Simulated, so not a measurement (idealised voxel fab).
Process module under the name voxel transistor to metal
This is section cut - it's 265 nm across, gridded in 5 nm square cells.
A cross-section is a grid of square cells, given in bands from the top down. A band is one or more rows of cells.
What a band's entry tells you: where the top is and where the bottom is, as heights in nm, and after that what lies inside, material by material from left to right, each with its width in nm. Empty space is written as the word "empty", and a single material marked with the word "all across" occupies the band from edge to edge.
It should be noted that heights are counted from 0, beneath which the wafer as supplied is of one material throughout, and that the lowest band possesses no lower boundary but continues downward, as written in "0 and below".
It should be noted that a width expressed as "30->40" varies in equal increments from row to row of cells within the band, taking the value of the first number at the top row and that of the second number at the bottom row.
The designation "identical to before", where it is given for a processing step, indicates that no cell of the cross-section was altered in the course of that step.
Under "Closed empty spaces" you'll find the enclosed gaps, the ones with no way out to the top, that are 8 cells or bigger; each reads width x height at distance, with distance counted from the left edge, everything in nm.
It should be noted that, on the line of a given step, the content following the step's settings is a remark produced by the simulator itself with respect to that step.
Regarding "overlay nm": on a step with a mask, it is the distance the mask lay to the right of its planned place; a negative value places it to the left.

**Process steps (planned)**
step 1: RECEIVE, material Si
step 2: OXIDIZE, depth nm 5
step 3: CONFORMAL_DEP, material SiN, thk nm 15
step 4: MASKED_ETCH, tone cover, mask id ACTIVE, width nm 105, pitch nm 130, etch materials SiN, depth nm 15, overlay nm 0
step 5: MASKED_ETCH, tone cover, mask id ACTIVE, width nm 105, pitch nm 130, etch materials SiO2, depth nm 5, overlay nm 0
step 6: MASKED_ETCH, tone cover, mask id ACTIVE, width nm 105, pitch nm 130, etch materials Si, depth nm 30, overlay nm 0
step 7: OXIDIZE, depth nm 5
step 8: FILL_DEP, material SiO2, thk nm 5
step 9: CMP, height nm 15
step 10: SELECTIVE_ETCH, etch materials SiO2, depth nm 10
step 11: STRIP, etch materials SiN
step 12: SELECTIVE_ETCH, etch materials SiO2, depth nm 5
step 13: OXIDIZE, depth nm 5
step 14: DIRECTIONAL_DEP, material polySi, thk nm 20
step 15: DIRECTIONAL_DEP, material SiCN, thk nm 15
step 16: DIRECTIONAL_DEP, material aC, thk nm 15
step 17: PATTERN, tone cover, mask id GATE, material resist, width nm 15, pitch nm 130, thk nm 35, overlay nm 0
step 18: DIRECTIONAL_ETCH, etch materials aC, depth nm 15
step 19: STRIP, etch materials resist
step 20: DIRECTIONAL_ETCH, etch materials SiCN, depth nm 25
step 21: DIRECTIONAL_ETCH, etch materials polySi, depth nm 30
step 22: STRIP, etch materials aC
step 23: CONFORMAL_DEP, material SiO2, thk nm 5
step 24: DIRECTIONAL_ETCH, etch materials SiO2, depth nm 5
step 25: CONFORMAL_DEP, material SiN, thk nm 10
step 26: DIRECTIONAL_ETCH, etch materials SiN, depth nm 10
step 27: DIRECTIONAL_ETCH, etch materials SiO2, depth nm 5
step 28: DIRECTIONAL_ETCH, etch materials Si, depth nm 15
step 29: EPI, material SiGe, thk nm 15
step 30: FILL_DEP, material SiO2, thk nm 10
step 31: CMP, height nm 30
step 32: DIRECTIONAL_DEP, material SiO2, thk nm 10
step 33: DIRECTIONAL_DEP, material aC, thk nm 15
step 34: PATTERN, tone open, mask id CONTACT, material resist, width nm 35, thk nm 35, overlay nm 0
step 35: DIRECTIONAL_ETCH, etch materials aC, depth nm 15
step 36: STRIP, etch materials resist
step 37: DIRECTIONAL_ETCH, etch materials SiO2, depth nm 35
step 38: STRIP, etch materials aC
step 39: CONFORMAL_DEP, material TiN, thk nm 5
step 40: FILL_DEP, material Ru, thk nm 10
step 41: CMP, height nm 40
step 42: CONFORMAL_DEP, material SiN, thk nm 5
step 43: DIRECTIONAL_DEP, material SiO2, thk nm 20
step 44: MASKED_ETCH, tone open, mask id METAL_1, width nm 20, etch materials SiO2, depth nm 20, overlay nm 0
step 45: MASKED_ETCH, tone open, mask id METAL_1, width nm 20, etch materials SiN, depth nm 5, overlay nm 0
step 46: CONFORMAL_DEP, material TiN, thk nm 5
step 47: FILL_DEP, material Cu, thk nm 10
step 48: CMP, height nm 65
step 49: CONFORMAL_DEP, material SiCN, thk nm 5

**Incoming wafer, cross-sectional view, post step 1**
* 0 and below = Si all across
* Closed empty spaces: none

**a wafer at the end: this start, this plan, one mistake**
* 70 down to 65 = SiCN all across
* 65 down to 45 = SiO2=20 | TiN=5 | Cu=10 | TiN=5 | SiO2=55 | TiN=5 | Cu=10 | TiN=5 | SiO2=35 | TiN=5 | Cu=10 | TiN=5 | SiO2=55 | TiN=5 | Cu=10 | TiN=5 | SiO2=20
* 45 down to 40 = SiN=20 | TiN=20 | SiN=55 | TiN=20 | SiN=35 | TiN=20 | SiN=55 | TiN=20 | SiN=20
* 40 down to 30 = SiO2=20 | TiN=5 | Ru=30->15 | TiN=5->20 | SiO2=20 | TiN=5->15 | Ru=30->20 | TiN=5 | SiO2=30 | TiN=5 | Ru=30->15 | TiN=5->20 | SiO2=20 | TiN=5->15 | Ru=30->20 | TiN=5 | SiO2=15
* 30 down to 15 = SiO2=20 | TiN=5 | Ru=15 | TiN=5 | SiN=10 | TiN=5 | SiCN=15 | SiO2=5 | SiN=10 | TiN=5 | Ru=20 | TiN=5 | SiO2=30 | TiN=5 | Ru=15 | TiN=5 | SiN=10 | TiN=5 | SiCN=15 | SiO2=5 | SiN=10 | TiN=5 | Ru=20 | TiN=5 | SiO2=15
* 15 down to 10 = SiO2=20 | TiN=5 | Ru=15 | TiN=5 | SiN=10 | TiN=5 | polySi=15 | SiO2=5 | SiN=10 | TiN=5 | Ru=20 | TiN=5 | SiO2=30 | TiN=5 | Ru=15 | TiN=5 | SiN=10 | TiN=5 | polySi=15 | SiO2=5 | SiN=10 | TiN=5 | Ru=20 | TiN=5 | SiO2=15
* 10 down to 5 = SiO2=20 | TiN=25 | SiN=10 | TiN=5 | polySi=15 | SiO2=5 | SiN=10 | TiN=30 | SiO2=30 | TiN=25 | SiN=10 | TiN=5 | polySi=15 | SiO2=5 | SiN=10 | TiN=30 | SiO2=15
* 5 down to 0 = SiO2=20 | SiGe=25 | SiN=10 | SiO2=5 | polySi=15 | SiO2=5 | SiN=10 | SiGe=25 | SiO2=35 | SiGe=25 | SiN=10 | SiO2=5 | polySi=15 | SiO2=5 | SiN=10 | SiGe=25 | SiO2=20
* 0 down to -5 = SiO2=15 | SiN=10 | SiGe=20 | SiN=10 | SiO2=5 | polySi=15 | SiO2=5 | SiN=10 | SiGe=20 | SiN=10 | SiO2=25 | SiN=10 | SiGe=20 | SiN=10 | SiO2=5 | polySi=15 | SiO2=5 | SiN=10 | SiGe=20 | SiN=10 | SiO2=15
* -5 down to -10 = SiO2=25 | SiGe=20 | SiO2=45 | SiGe=20 | SiO2=45 | SiGe=20 | SiO2=45 | SiGe=20 | SiO2=25
* -10 down to -25 = SiO2=20 | Si=5 | SiGe=20 | Si=45 | SiGe=20 | Si=5 | SiO2=35 | Si=5 | SiGe=20 | Si=45 | SiGe=20 | Si=5 | SiO2=20
* -25 down to -40 = SiO2=20 | Si=95 | SiO2=35 | Si=95 | SiO2=20
* -40 and below = Si all across
* Closed empty spaces: none
Short version of what went wrong: step 34: run off-plan, actual operation and settings PATTERN, tone open, mask id CONTACT, material resist, width nm 40, thk nm 35, overlay nm 0
